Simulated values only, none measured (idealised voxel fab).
process module | voxel ribs on slabs
cross-section cut | 145 nm wide | cells 5 nm
A cross-section is a grid of square cells, given in bands from the top down. A band is one or more rows of cells.
Each band's line starts with the height of the band's top and of its bottom, in nm. Then come its materials from left to right, each with its width in nm. One material with "throughout" fills the band from edge to edge. "air" is empty space.
Height 0 is the level under which the wafer as received is all one material. The lowest band goes on downwards, as in "0 down".
A width such as "30 to 40" changes by the same amount from each row of cells to the next, from the band's top row to its bottom row.
"no change" after a step means that no cell of the cross-section changed.
closed voids: empty space of 8 cells or more with no open way to the top, each as width x height at its distance from the left edge, in nm
after a step's settings: what the simulator itself notes on the step
overlay nm, on a step with a mask: how far to the right of its planned place the mask lay; to the left if negative
plan
1 op RECEIVE | material Si
2 op DIRECTIONAL_DEP | material SiO2 | thk nm 30
3 op DIRECTIONAL_DEP | material polySi | thk nm 20
4 op DIRECTIONAL_DEP | material aC | thk nm 15
5 op PATTERN | tone cover | mask id RIB | material resist | width nm 30 | thk nm 35 | overlay nm 0
6 op DIRECTIONAL_ETCH | etch materials aC | depth nm 15
7 op STRIP | etch materials resist
8 op DIRECTIONAL_ETCH | etch materials polySi | depth nm 15
9 op STRIP | etch materials aC
10 op PATTERN | tone cover | mask id SLAB | material resist | width nm 90 | thk nm 15 | overlay nm 0
11 op DIRECTIONAL_ETCH | etch materials polySi | depth nm 5
12 op STRIP | etch materials resist
13 op FILL_DEP | material SiO2 | thk nm 25
14 op CMP | height nm 70
15 op DIRECTIONAL_DEP | material TiN | thk nm 5
16 op PATTERN | tone cover | mask id HEATER | material resist | width nm 40 | thk nm 15 | overlay nm 0
17 op DIRECTIONAL_ETCH | etch materials TiN | depth nm 5
18 op STRIP | etch materials resist
19 op CONFORMAL_DEP | material SiO2 | thk nm 10
as received, after step 1
  0 down: Si throughout
  closed voids: none
a wafer at the end: this start, this plan, one mistake
  85 to 80: air 40 | SiO2 60 | air 45
  80 to 75: SiO2 throughout
  75 to 70: SiO2 50 | TiN 40 | SiO2 55
  70 to 50: SiO2 throughout
  50 to 45: SiO2 25 | polySi 90 | SiO2 30
  45 to 30: aC throughout
  30 to 0: SiO2 throughout
  0 down: Si throughout
  closed voids: none
what went wrong: steps 3 and 4 were swapped
